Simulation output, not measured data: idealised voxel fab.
The following is a process module called voxel fin reveal.
In the cross-section labelled cut, the width is 200 nm and each square cell is 5 nm.
Each cross-section below is a grid of square cells, stated as bands in top-down order, with one or more rows of cells making up each band.
In this notation a band is specified by the heights of its top and bottom, in that order and in nm, after which its materials appear from left to right, each paired with its width in nm. The word "everywhere" attached to a single material means that material fills the band from edge to edge; the word "empty" stands for empty space.
Height 0 is the level under which the wafer as received is all one material. The lowest band goes on downwards, as in "top 0, no bottom".
The expression "30 to 40" gives the width at the extremes of the band, the first number at its top row of cells and the second at its bottom row, with the width changing by equal amounts from each row to the next in between.
Basically "no change" means that step didn't change any cell in the cross-section.
"Closed cavities" specifies each empty space that is not open to the top and that occupies no fewer than 8 cells, using the form width x height at distance, the distance measured from the left edge and all three quantities in nm.
On a step's line, text after the settings is the simulator commenting on that step.
overlay nm, on a step with a mask: how far to the right of its planned place the mask lay; to the left if negative

# Below is the list of planned process steps
1: RECEIVE [material Si]
2: CONFORMAL_DEP [material SiN] [thk nm 5]
3: MASKED_ETCH [tone cover] [mask id FINS] [width nm 15] [pitch nm 40] [etch materials SiN] [depth nm 5] [overlay nm 0]
4: MASKED_ETCH [tone cover] [mask id FINS] [width nm 15] [pitch nm 40] [etch materials Si] [depth nm 40] [overlay nm 0]
5: OXIDIZE [depth nm 5]
6: FILL_DEP [material SiO2] [thk nm 5]
7: CMP [height nm 5]
8: SELECTIVE_ETCH [etch materials SiO2] [depth nm 20]
9: STRIP [etch materials SiN]

# Concerning the first of two wafers, which was run in accordance with the plan

# as received, after step 1
	top 0, no bottom | Si everywhere
	Closed cavities: none

# The wafer in cross-section once step 2 is complete
	top 5, bottom 0 | SiN everywhere
	Below 0 it's all the same as before, nothing changed down there.

# The wafer in cross-section once step 3 is complete
	top 5, bottom 0 | 50 empty  15 SiN  25 empty  15 SiN  25 empty  15 SiN  55 empty
	Below 0 it's all the same as before, nothing changed down there.

# The wafer in cross-section once step 4 is complete
	top 5, bottom 0 | 50 empty  15 SiN  25 empty  15 SiN  25 empty  15 SiN  55 empty
	top 0, bottom -40 | 50 empty  15 Si  25 empty  15 Si  25 empty  15 Si  55 empty
	Below -40 it's all the same as before, nothing changed down there.

# The wafer in cross-section once step 5 is complete
	top 5, bottom 0 | 50 empty  15 SiN  25 empty  15 SiN  25 empty  15 SiN  55 empty
	top 0, bottom -40 | 50 empty  5 SiO2  5 Si  5 SiO2  25 empty  5 SiO2  5 Si  5 SiO2  25 empty  5 SiO2  5 Si  5 SiO2  55 empty
	top -40, bottom -45 | 55 SiO2  5 Si  35 SiO2  5 Si  35 SiO2  5 Si  60 SiO2
	Below -45 it's all the same as before, nothing changed down there.

# The wafer in cross-section once step 6 is complete
	top 10, bottom 5 | SiO2 everywhere
	top 5, bottom 0 | 50 SiO2  15 SiN  25 SiO2  15 SiN  25 SiO2  15 SiN  55 SiO2
	top 0, bottom -45 | 55 SiO2  5 Si  35 SiO2  5 Si  35 SiO2  5 Si  60 SiO2
	Below -45 it's all the same as before, nothing changed down there.

# The wafer in cross-section once step 7 is complete
	top 5, bottom 0 | 50 SiO2  15 SiN  25 SiO2  15 SiN  25 SiO2  15 SiN  55 SiO2
	Below 0 it's all the same as before, nothing changed down there.

# The wafer in cross-section once step 8 is complete
	top 5, bottom 0 | 50 empty  15 SiN  25 empty  15 SiN  25 empty  15 SiN  55 empty
	top 0, bottom -15 | 55 empty  5 Si  35 empty  5 Si  35 empty  5 Si  60 empty
	Below -15 it's all the same as before, nothing changed down there.

# The wafer in cross-section once step 9 is complete
	top 0, bottom -15 | 55 empty  5 Si  35 empty  5 Si  35 empty  5 Si  60 empty
	Below -15 it's all the same as before, nothing changed down there.

# Here the second wafer is described. Its start and its plan were those of the first wafer. Its run contained one mistake. Up to and including step 7, it did exactly what the first wafer did

# Cross-section, second wafer, at the end time the plan gives for step 8
	top 5, bottom 0 | 50 empty  15 SiN  25 empty  15 SiN  25 empty  15 SiN  55 empty
	top 0, bottom -35 | 55 empty  5 Si  35 empty  5 Si  35 empty  5 Si  60 empty
	Below -35 it's all the same as before, nothing changed down there.

# Cross-section, second wafer, at the end time the plan gives for step 9
	top 0, bottom -35 | 55 empty  5 Si  35 empty  5 Si  35 empty  5 Si  60 empty
	Below -35 it's all the same as before, nothing changed down there.
The plan and the run diverged here: step 8, plan: ran twice
At the finish, the second wafer shows more or fewer cells for some materials than the first does: 148 fewer of SiO2
